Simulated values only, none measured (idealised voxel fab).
Title: Process Module voxel transistor to metal
It is cross-section cut that appears here, measuring 290 nm in width, its square cells being 5 nm in size.
A cross-section is a grid of square cells, given in bands from the top down. A band is one or more rows of cells. Read a band's entry like this: the first values are the height of its top and the height of its bottom in nm, and what follows is the sequence of materials from left to right, each with its width in nm. Note that "empty" is empty space, and that a single material marked "all across" reaches across the band from edge to edge. Zero point of the height axis is 0; under it, received wafer = one material. Lowest band: continues down indefinitely, "from 0 down". The width entry "30->40" should be interpreted row by row: the top row of cells in the band takes the first number, the bottom row takes the second number, and the change between adjacent rows is uniform throughout. A step reported as "all unchanged" is a step in which no cell of the cross-section changed. Empty spaces without an open route to the top, at least 8 cells in extent, make up the entry "Voids, sealed"; each is given as width x height at distance, where the distance is measured from the left edge, and all are in nm. Post-settings text on a step line: simulator's own remark regarding the step. Steps that use a mask can have "overlay nm" on their line. It says how far the mask sat to the right of where it was meant to be. Negative means to the left.

## List of planned process steps
| 1 | RECEIVE | material Si |
| 2 | OXIDIZE | depth nm 5 |
| 3 | CONFORMAL_DEP | material SiN | thk nm 15 |
| 4 | DIRECTIONAL_DEP | material aC | thk nm 10 |
| 5 | PATTERN | tone cover | mask id ACTIVE | material resist | width nm 115 | pitch nm 145 | thk nm 25 | overlay nm 0 |
| 6 | DIRECTIONAL_ETCH | etch materials aC | depth nm 10 |
| 7 | STRIP | etch materials resist |
| 8 | DIRECTIONAL_ETCH | etch materials SiN | depth nm 15 |
| 9 | DIRECTIONAL_ETCH | etch materials SiO2 | depth nm 5 |
| 10 | DIRECTIONAL_ETCH | etch materials Si | depth nm 35 |
| 11 | STRIP | etch materials aC |
| 12 | FILL_DEP | material SiO2 | thk nm 15 |
| 13 | CMP | height nm 15 |
| 14 | SELECTIVE_ETCH | etch materials SiO2 | depth nm 10 |
| 15 | STRIP | etch materials SiN |
| 16 | SELECTIVE_ETCH | etch materials SiO2 | depth nm 5 |
| 17 | OXIDIZE | depth nm 5 |
| 18 | DIRECTIONAL_DEP | material polySi | thk nm 20 |
| 19 | DIRECTIONAL_DEP | material SiCN | thk nm 10 |
| 20 | DIRECTIONAL_DEP | material aC | thk nm 15 |
| 21 | PATTERN | tone cover | mask id GATE | material resist | width nm 35 | pitch nm 145 | thk nm 30 | overlay nm 0 |
| 22 | DIRECTIONAL_ETCH | etch materials aC | depth nm 15 |
| 23 | STRIP | etch materials resist |
| 24 | DIRECTIONAL_ETCH | etch materials SiCN | depth nm 20 |
| 25 | DIRECTIONAL_ETCH | etch materials polySi | depth nm 30 |
| 26 | STRIP | etch materials aC |
| 27 | CONFORMAL_DEP | material SiO2 | thk nm 5 |
| 28 | DIRECTIONAL_ETCH | etch materials SiO2 | depth nm 5 |
| 29 | CONFORMAL_DEP | material SiN | thk nm 5 |
| 30 | DIRECTIONAL_ETCH | etch materials SiN | depth nm 5 |
| 31 | DIRECTIONAL_ETCH | etch materials SiO2 | depth nm 5 |
| 32 | DIRECTIONAL_ETCH | etch materials Si | depth nm 10 |
| 33 | EPI | material SiGe | thk nm 10 |
| 34 | FILL_DEP | material SiO2 | thk nm 10 |
| 35 | CMP | height nm 15 |
| 36 | STRIP | etch materials polySi |
| 37 | SELECTIVE_ETCH | etch materials SiO2 | depth nm 5 |
| 38 | CONFORMAL_DEP | material HfO2 | thk nm 5 |
| 39 | CONFORMAL_DEP | material TiN | thk nm 5 |
| 40 | FILL_DEP | material W | thk nm 5 |
| 41 | CMP | height nm 10 |
| 42 | DIRECTIONAL_DEP | material SiO2 | thk nm 10 |
| 43 | PATTERN | tone open | mask id CONTACT | material resist | width nm 20 | thk nm 20 | overlay nm 0 |
| 44 | DIRECTIONAL_ETCH | etch materials SiO2 | depth nm 30 |
| 45 | STRIP | etch materials resist |
| 46 | CONFORMAL_DEP | material TiN | thk nm 5 |
| 47 | FILL_DEP | material Ru | thk nm 10 |
| 48 | CMP | height nm 20 |
| 49 | DIRECTIONAL_DEP | material TiN | thk nm 5 |
| 50 | DIRECTIONAL_DEP | material W | thk nm 25 |
| 51 | PATTERN | tone cover | mask id METAL_1 | material resist | width nm 20 | thk nm 15 | overlay nm 0 |
| 52 | DIRECTIONAL_ETCH | etch materials W | depth nm 25 |
| 53 | DIRECTIONAL_ETCH | etch materials TiN | depth nm 5 |
| 54 | STRIP | etch materials resist |
| 55 | FILL_DEP | material lowk | thk nm 10 |
| 56 | CMP | height nm 50 |
| 57 | CONFORMAL_DEP | material SiCN | thk nm 5 |
| 58 | DIRECTIONAL_DEP | material SiO2 | thk nm 30 |
| 59 | MASKED_ETCH | tone open | mask id METAL_2 | width nm 20 | pitch nm 145 | etch materials SiO2 | depth nm 15 | overlay nm 0 |
| 60 | MASKED_ETCH | tone open | mask id METAL_2_HOLES | width nm 15 | pitch nm 145 | etch materials SiO2 | depth nm 15 | overlay nm 0 |
| 61 | MASKED_ETCH | tone open | mask id METAL_2_HOLES | width nm 15 | pitch nm 145 | etch materials SiCN | depth nm 5 | overlay nm 0 |
| 62 | CONFORMAL_DEP | material TiN | thk nm 5 |
| 63 | FILL_DEP | material Cu | thk nm 10 |
| 64 | CMP | height nm 85 |
| 65 | CONFORMAL_DEP | material SiN | thk nm 5 |

## Wafer at receipt (post step 1), cross-section
    from 0 down | Si all across
    Voids, sealed: none

## The cross-section shown corresponds to the wafer at the conclusion of the module. The initial structure and the process plan are those presented above; however, one mistake occurred in executing the plan
    from 90 to 85 | SiN all across
    from 85 to 75 | 20 of SiO2, then 5 of TiN, then 10 of Cu, then 5 of TiN, then 125 of SiO2, then 5 of TiN, then 10 of Cu, then 5 of TiN, then 105 of SiO2
    from 75 to 70 | 20 of SiO2, then 5 of TiN, then 5 of Cu, then 10 of TiN, then 125 of SiO2, then 5 of TiN, then 5 of Cu, then 10 of TiN, then 105 of SiO2
    from 70 to 55 | 20 of SiO2, then 5 of TiN, then 5 of Cu, then 5 of TiN, then 130 of SiO2, then 5 of TiN, then 5 of Cu, then 5 of TiN, then 110 of SiO2
    from 55 to 50 | 20 of SiCN, then 15 of TiN, then 130 of SiCN, then 15 of TiN, then 110 of SiCN
    from 50 to 25 | 20 of lowk, then 20 of W, then 65 of lowk, then 20 of W, then 40 of lowk, then 20 of W, then 65 of lowk, then 20 of W, then 20 of lowk
    from 25 to 20 | 20 of lowk, then 20 of TiN, then 65 of lowk, then 20 of TiN, then 40 of lowk, then 20 of TiN, then 65 of lowk, then 20 of TiN, then 20 of lowk
    from 20 to 15 | 20 of SiO2, then 5 of TiN, then 10 of Ru, then 5 of TiN, then 65 of SiO2, then 5 of TiN, then 10 of Ru, then 5 of TiN, then 40 of SiO2, then 5 of TiN, then 10 of Ru, then 5 of TiN, then 65 of SiO2, then 5 of TiN, then 10 of Ru, then 5 of TiN, then 20 of SiO2
    from 15 to 10 | 20 of SiO2, then 20 of TiN, then 65 of SiO2, then 20 of TiN, then 40 of SiO2, then 20 of TiN, then 65 of SiO2, then 20 of TiN, then 20 of SiO2
    from 10 to 5 | 50 of W, then 5 of TiN, then 5 of HfO2, then 5 of SiN, then 15 of SiO2, then 5 of SiN, then 5 of HfO2, then 5 of TiN, then 100 of W, then 5 of TiN, then 5 of HfO2, then 5 of SiN, then 15 of SiO2, then 5 of SiN, then 5 of HfO2, then 5 of TiN, then 50 of W
    from 5 to 0 | 15 of TiN, then 35 of W, then 5 of TiN, then 5 of HfO2, then 5 of SiN, then 15 of SiO2, then 5 of SiN, then 5 of HfO2, then 5 of TiN, then 35 of W, then 30 of TiN, then 35 of W, then 5 of TiN, then 5 of HfO2, then 5 of SiN, then 15 of SiO2, then 5 of SiN, then 5 of HfO2, then 5 of TiN, then 35 of W, then 15 of TiN
    from 0 to -5 | 10 of HfO2, then 45 of TiN, then 5 of HfO2, then 5 of SiN, then 15 of SiGe, then 5 of SiN, then 5 of HfO2, then 45 of TiN, then 20 of HfO2, then 45 of TiN, then 5 of HfO2, then 5 of SiN, then 15 of SiGe, then 5 of SiN, then 5 of HfO2, then 45 of TiN, then 10 of HfO2
    from -5 to -10 | 5 of SiO2, then 55 of HfO2, then 5 of SiO2, then 15 of SiGe, then 5 of SiO2, then 55 of HfO2, then 10 of SiO2, then 55 of HfO2, then 5 of SiO2, then 15 of SiGe, then 5 of SiO2, then 55 of HfO2, then 5 of SiO2
    from -10 to -20 | 15 of SiO2, then 50 of Si, then 15 of SiGe, then 50 of Si, then 30 of SiO2, then 50 of Si, then 15 of SiGe, then 50 of Si, then 15 of SiO2
    from -20 to -40 | 15 of SiO2, then 115 of Si, then 30 of SiO2, then 115 of Si, then 15 of SiO2
    from -40 down | Si all across
    Voids, sealed: none
In executing the process, a mistake was made relative to the plan: rather than as planned, step 21 actually ran as PATTERN | tone open | mask id GATE | material resist | width nm 35 | pitch nm 145 | thk nm 30 | overlay nm 0
